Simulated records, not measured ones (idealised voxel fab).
Process module name: voxel transistor to metal
Each square cell in cross-section cut measures 5 nm, and the section as a whole is 195 nm wide.
Heads up, the way a cross-section reads in here is a grid of square cells, handed over as bands from the top down, with every band being one or more rows of cells.
First you get the band's top height and its bottom height, in nm, and then the materials it's made of, left to right, with each width in nm. If you see a single material with "edge to edge", that one covers the band edge to edge. "blank" is empty space.
All heights in this document are referenced to 0, defined as the level beneath which the wafer, as received, consists entirely of one material. The lowest band is not bounded below; it extends indefinitely downward and is written in the form "z 0 and below".
Per-row width for "30..40": begins at first number (top row of band), ends at second number (bottom row), increment between rows held constant.
"no modifications" -> step changed no cross-section cell.
Look at "Closed-off voids" for the closed voids: empty spaces with no open path to the top, sized 8 cells or up. Each is width x height at distance, distance from the left edge, all nm.
Step line, after settings: the simulator's comment on this step.
Steps that use a mask can have "overlay nm" on their line. It says how far the mask sat to the right of where it was meant to be. Negative means to the left.
## Set out below are the planned steps of the process
1 RECEIVE, material Si
2 OXIDIZE, depth nm 5
3 CONFORMAL_DEP, material SiN, thk nm 15
4 MASKED_ETCH, tone cover, mask id ACTIVE, width nm 100, etch materials SiN, depth nm 15, overlay nm 0
5 MASKED_ETCH, tone cover, mask id ACTIVE, width nm 100, etch materials SiO2, depth nm 5, overlay nm 0
6 MASKED_ETCH, tone cover, mask id ACTIVE, width nm 100, etch materials Si, depth nm 35, overlay nm 0
7 OXIDIZE, depth nm 5
8 FILL_DEP, material SiO2, thk nm 10
9 CMP, height nm 15
10 SELECTIVE_ETCH, etch materials SiO2, depth nm 5
11 STRIP, etch materials SiN
12 SELECTIVE_ETCH, etch materials SiO2, depth nm 5
13 OXIDIZE, depth nm 5
14 DIRECTIONAL_DEP, material polySi, thk nm 20
15 DIRECTIONAL_DEP, material SiCN, thk nm 15
16 PATTERN, tone cover, mask id GATE, material resist, width nm 20, thk nm 20, overlay nm 0
17 DIRECTIONAL_ETCH, etch materials SiCN, depth nm 25
18 DIRECTIONAL_ETCH, etch materials polySi, depth nm 30
19 STRIP, etch materials resist
20 CONFORMAL_DEP, material SiO2, thk nm 5
21 DIRECTIONAL_ETCH, etch materials SiO2, depth nm 5
22 CONFORMAL_DEP, material SiN, thk nm 10
23 DIRECTIONAL_ETCH, etch materials SiN, depth nm 10
24 DIRECTIONAL_ETCH, etch materials SiO2, depth nm 5
25 EPI, material nSi, thk nm 5
26 FILL_DEP, material SiO2, thk nm 5
27 CMP, height nm 30
28 DIRECTIONAL_DEP, material SiO2, thk nm 15
29 MASKED_ETCH, tone open, mask id CONTACT, width nm 25, pitch nm 55, etch materials SiO2, depth nm 50, overlay nm 0
30 CONFORMAL_DEP, material TiN, thk nm 5
31 FILL_DEP, material W, thk nm 5
32 CMP, height nm 45
33 DIRECTIONAL_DEP, material TiN, thk nm 5
34 DIRECTIONAL_DEP, material Ru, thk nm 15
35 DIRECTIONAL_DEP, material aC, thk nm 10
36 PATTERN, tone cover, mask id METAL_1, material resist, width nm 15, pitch nm 65, thk nm 30, overlay nm 0
37 DIRECTIONAL_ETCH, etch materials aC, depth nm 10
38 STRIP, etch materials resist
39 DIRECTIONAL_ETCH, etch materials Ru, depth nm 15
40 DIRECTIONAL_ETCH, etch materials TiN, depth nm 5
41 STRIP, etch materials aC
42 CONFORMAL_DEP, material SiCN, thk nm 5
43 FILL_DEP, material lowk, thk nm 5
44 CMP, height nm 65
45 CONFORMAL_DEP, material SiN, thk nm 5
## This is the cross-section of the wafer as we received it, i.e. after step 1
z 0 and below  Si edge to edge
Closed-off voids: none
## One mistake in running the module, otherwise start and plan as above: cross-section at the end
z 70 to 65  SiN edge to edge
z 65 to 50  lowk: 50 / SiN: 5 / Ru: 15 / SiN: 5 / lowk: 40 / SiN: 5 / Ru: 15 / SiN: 5 / lowk: 55
z 50 to 45  SiN: 55 / TiN: 15 / SiN: 50 / TiN: 15 / SiN: 60
z 45 to 35  SiO2: 55 / TiN: 5 / W: 15 / TiN: 5 / SiO2: 30 / TiN: 5 / W: 15 / TiN: 5 / SiO2: 60
z 35 to 30  SiO2: 55 / TiN: 5 / W: 5 / TiN: 15 / SiO2: 30 / TiN: 15 / W: 5 / TiN: 5 / SiO2: 60
z 30 to 15  SiO2: 55 / TiN: 5 / W: 5 / TiN: 5 / SiN: 10 / SiO2: 5 / SiCN: 20 / SiO2: 5 / SiN: 10 / TiN: 5 / W: 5 / TiN: 5 / SiO2: 60
z 15 to 5  SiO2: 55 / TiN: 5 / W: 5 / TiN: 5 / SiN: 10 / SiO2: 5 / polySi: 20 / SiO2: 5 / SiN: 10 / TiN: 5 / W: 5 / TiN: 5 / SiO2: 60
z 5 to 0  SiO2: 45 / SiN: 10 / TiN: 5 / W: 5 / TiN: 5 / SiN: 10 / SiO2: 5 / polySi: 20 / SiO2: 5 / SiN: 10 / TiN: 5 / W: 5 / TiN: 5 / SiN: 10 / SiO2: 50
z 0 to -5  SiO2: 45 / SiN: 10 / TiN: 15 / SiN: 10 / SiO2: 5 / polySi: 20 / SiO2: 5 / SiN: 10 / TiN: 15 / SiN: 10 / SiO2: 50
z -5 to -10  SiO2: 55 / nSi: 15 / SiO2: 50 / nSi: 15 / SiO2: 60
z -10 to -45  SiO2: 50 / Si: 90 / SiO2: 55
z -45 and below  Si edge to edge
Closed-off voids: none
Diagnosis: step 42 deviated from plan and actually ran as CONFORMAL_DEP, material SiN, thk nm 5
